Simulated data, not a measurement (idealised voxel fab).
process module | voxel transistor to metal
cross-section cut | 155 nm wide | cells 5 nm
A cross-section is a grid of square cells, given in bands from the top down. A band is one or more rows of cells.
Each band's line starts with the height of the band's top and of its bottom, in nm. Then come its materials from left to right, each with its width in nm. One material with "throughout" fills the band from edge to edge. "air" is empty space.
Height 0 is the level under which the wafer as received is all one material. The lowest band goes on downwards, as in "0 down".
A width such as "30 to 40" changes by the same amount from each row of cells to the next, from the band's top row to its bottom row.
"no change" after a step means that no cell of the cross-section changed.
closed voids: empty space of 8 cells or more with no open way to the top, each as width x height at its distance from the left edge, in nm
after a step's settings: what the simulator itself notes on the step
overlay nm, on a step with a mask: how far to the right of its planned place the mask lay; to the left if negative
plan
1 op RECEIVE | material Si
2 op CONFORMAL_DEP | material SiO2 | thk nm 5
3 op CONFORMAL_DEP | material SiN | thk nm 15
4 op MASKED_ETCH | tone cover | mask id ACTIVE | width nm 95 | etch materials SiN | depth nm 15 | overlay nm 0
5 op MASKED_ETCH | tone cover | mask id ACTIVE | width nm 95 | etch materials SiO2 | depth nm 5 | overlay nm 0
6 op MASKED_ETCH | tone cover | mask id ACTIVE | width nm 95 | etch materials Si | depth nm 25 | overlay nm 0
7 op FILL_DEP | material SiO2 | thk nm 5
8 op CMP | height nm 20
9 op SELECTIVE_ETCH | etch materials SiO2 | depth nm 15
10 op STRIP | etch materials SiN
11 op SELECTIVE_ETCH | etch materials SiO2 | depth nm 5
12 op OXIDIZE | depth nm 5
13 op DIRECTIONAL_DEP | material polySi | thk nm 20
14 op DIRECTIONAL_DEP | material SiCN | thk nm 10
15 op DIRECTIONAL_DEP | material aC | thk nm 10
16 op PATTERN | tone cover | mask id GATE | material resist | width nm 25 | thk nm 25 | overlay nm 0
17 op DIRECTIONAL_ETCH | etch materials aC | depth nm 10
18 op STRIP | etch materials resist
19 op DIRECTIONAL_ETCH | etch materials SiCN | depth nm 20
20 op DIRECTIONAL_ETCH | etch materials polySi | depth nm 30
21 op STRIP | etch materials aC
22 op CONFORMAL_DEP | material SiO2 | thk nm 5
23 op DIRECTIONAL_ETCH | etch materials SiO2 | depth nm 5
24 op CONFORMAL_DEP | material SiN | thk nm 5
25 op DIRECTIONAL_ETCH | etch materials SiN | depth nm 5
26 op DIRECTIONAL_ETCH | etch materials SiO2 | depth nm 5
27 op EPI | material pSi | thk nm 5
28 op FILL_DEP | material SiO2 | thk nm 10
29 op CMP | height nm 20
30 op STRIP | etch materials polySi
31 op SELECTIVE_ETCH | etch materials SiO2 | depth nm 5
32 op CONFORMAL_DEP | material HfO2 | thk nm 5
33 op CONFORMAL_DEP | material TiN | thk nm 5
34 op FILL_DEP | material W | thk nm 5
35 op CMP | height nm 15
36 op DIRECTIONAL_DEP | material SiO2 | thk nm 15
37 op MASKED_ETCH | tone open | mask id CONTACT | width nm 15 | pitch nm 70 | etch materials SiO2 | depth nm 30 | overlay nm 0
38 op CONFORMAL_DEP | material TiN | thk nm 5
39 op FILL_DEP | material Ru | thk nm 5
40 op CMP | height nm 30
41 op DIRECTIONAL_DEP | material TiN | thk nm 5
42 op DIRECTIONAL_DEP | material W | thk nm 15
43 op PATTERN | tone cover | mask id METAL_1 | material resist | width nm 15 | pitch nm 70 | thk nm 15 | overlay nm 0
44 op DIRECTIONAL_ETCH | etch materials W | depth nm 15
45 op DIRECTIONAL_ETCH | etch materials TiN | depth nm 5
46 op STRIP | etch materials resist
47 op CONFORMAL_DEP | material SiCN | thk nm 5
48 op FILL_DEP | material SiO2 | thk nm 5
49 op CMP | height nm 50
50 op CONFORMAL_DEP | material SiCN | thk nm 5
51 op DIRECTIONAL_DEP | material SiO2 | thk nm 35
52 op PATTERN | tone open | mask id METAL_2 | material resist | width nm 15 | pitch nm 70 | thk nm 20 | overlay nm 0
53 op DIRECTIONAL_ETCH | etch materials SiO2 | depth nm 20
54 op STRIP | etch materials resist
55 op PATTERN | tone open | mask id METAL_2_HOLES | material resist | width nm 15 | pitch nm 70 | thk nm 15 | overlay nm 0
56 op DIRECTIONAL_ETCH | etch materials SiO2 | depth nm 15
57 op DIRECTIONAL_ETCH | etch materials SiCN | depth nm 5
58 op STRIP | etch materials resist
59 op CONFORMAL_DEP | material TiN | thk nm 5
60 op FILL_DEP | material Ru | thk nm 5
61 op CMP | height nm 90
62 op CONFORMAL_DEP | material SiCN | thk nm 5
as received, after step 1
  0 down: Si throughout
  closed voids: none
a wafer at the end: this start, this plan, one mistake
  95 to 90: SiCN throughout
  90 to 55: SiO2 35 | TiN 5 | Ru 5 | TiN 5 | SiO2 55 | TiN 5 | Ru 5 | TiN 5 | SiO2 35
  55 to 50: SiCN 35 | TiN 15 | SiCN 55 | TiN 15 | SiCN 35
  50 to 35: SiO2 25 | SiCN 5 | W 25 | SiCN 5 | SiO2 35 | SiCN 5 | W 25 | SiCN 5 | SiO2 25
  35 to 30: SiCN 30 | TiN 25 | SiCN 45 | TiN 25 | SiCN 30
  30 to 15: SiO2 35 | TiN 5 | Ru 5 | TiN 5 | SiO2 55 | TiN 5 | Ru 5 | TiN 5 | SiO2 35
  15 to 5: SiO2 35 | TiN 5 | Ru 5 | TiN 5 | SiO2 5 | SiN 5 | HfO2 5 | TiN 5 | W 15 | TiN 5 | HfO2 5 | SiN 5 | SiO2 5 | TiN 5 | Ru 5 | TiN 5 | SiO2 35
  5 to 0: SiO2 35 | TiN 15 | SiO2 5 | SiN 5 | HfO2 5 | TiN 25 | HfO2 5 | SiN 5 | SiO2 5 | TiN 15 | SiO2 35
  0 to -5: SiO2 25 | pSi 30 | SiO2 5 | HfO2 35 | SiO2 5 | pSi 30 | SiO2 25
  -5 to -25: SiO2 30 | Si 95 | SiO2 30
  -25 down: Si throughout
  closed voids: none
what went wrong: step 43 ran as: op PATTERN | tone cover | mask id METAL_1 | material resist | width nm 25 | pitch nm 70 | thk nm 15 | overlay nm 0
